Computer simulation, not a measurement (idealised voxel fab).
process module | voxel released beams
cross-section cut | 205 nm wide | cells 5 nm
A cross-section is a grid of square cells, given in bands from the top down. A band is one or more rows of cells.
Each band's line starts with the height of the band's top and of its bottom, in nm. Then come its materials from left to right, each with its width in nm. One material with "throughout" fills the band from edge to edge. "air" is empty space.
Height 0 is the level under which the wafer as received is all one material. The lowest band goes on downwards, as in "0 down".
A width such as "30 to 40" changes by the same amount from each row of cells to the next, from the band's top row to its bottom row.
"no change" after a step means that no cell of the cross-section changed.
closed voids: empty space of 8 cells or more with no open way to the top, each as width x height at its distance from the left edge, in nm
after a step's settings: what the simulator itself notes on the step
overlay nm, on a step with a mask: how far to the right of its planned place the mask lay; to the left if negative
plan
1 op RECEIVE | material Si
2 op CONFORMAL_DEP | material SiN | thk nm 10
3 op DIRECTIONAL_DEP | material SiO2 | thk nm 15
4 op MASKED_ETCH | tone open | mask id ANCHOR | width nm 45 | etch materials SiO2 | depth nm 15 | overlay nm 0
5 op CONFORMAL_DEP | material TiN | thk nm 15
6 op MASKED_ETCH | tone cover | mask id BEAM | width nm 95 | etch materials TiN | depth nm 15 | overlay nm 0
7 op STRIP | etch materials SiO2
first wafer, as planned
as received, after step 1
  0 down: Si throughout
  closed voids: none
after step 2
  10 to 0: SiN throughout
  below 0: unchanged
after step 3
  25 to 10: SiO2 throughout
  below 10: unchanged
after step 4
  25 to 10: SiO2 55 | air 45 | SiO2 105
  below 10: unchanged
after step 5
  40 to 25: TiN 70 | air 15 | TiN 120
  25 to 10: SiO2 55 | TiN 45 | SiO2 105
  below 10: unchanged
after step 6
  40 to 25: air 50 | TiN 20 | air 15 | TiN 60 | air 60
  below 25: unchanged
after step 7
  40 to 25: air 50 | TiN 20 | air 15 | TiN 60 | air 60
  25 to 10: air 55 | TiN 45 | air 105
  below 10: unchanged
second wafer: like start, like plan, one mistake. Through step 2 it matches the first wafer
when step 3 should have ended: no change
when step 4 should have ended: no change
when step 5 should have ended
  25 to 10: TiN throughout
  below 10: unchanged
when step 6 should have ended
  25 to 10: air 50 | TiN 95 | air 60
  below 10: unchanged
when step 7 should have ended: no change
what went wrong: step 3 was left out
at the end the second wafer has, in cells: 18 fewer of TiN
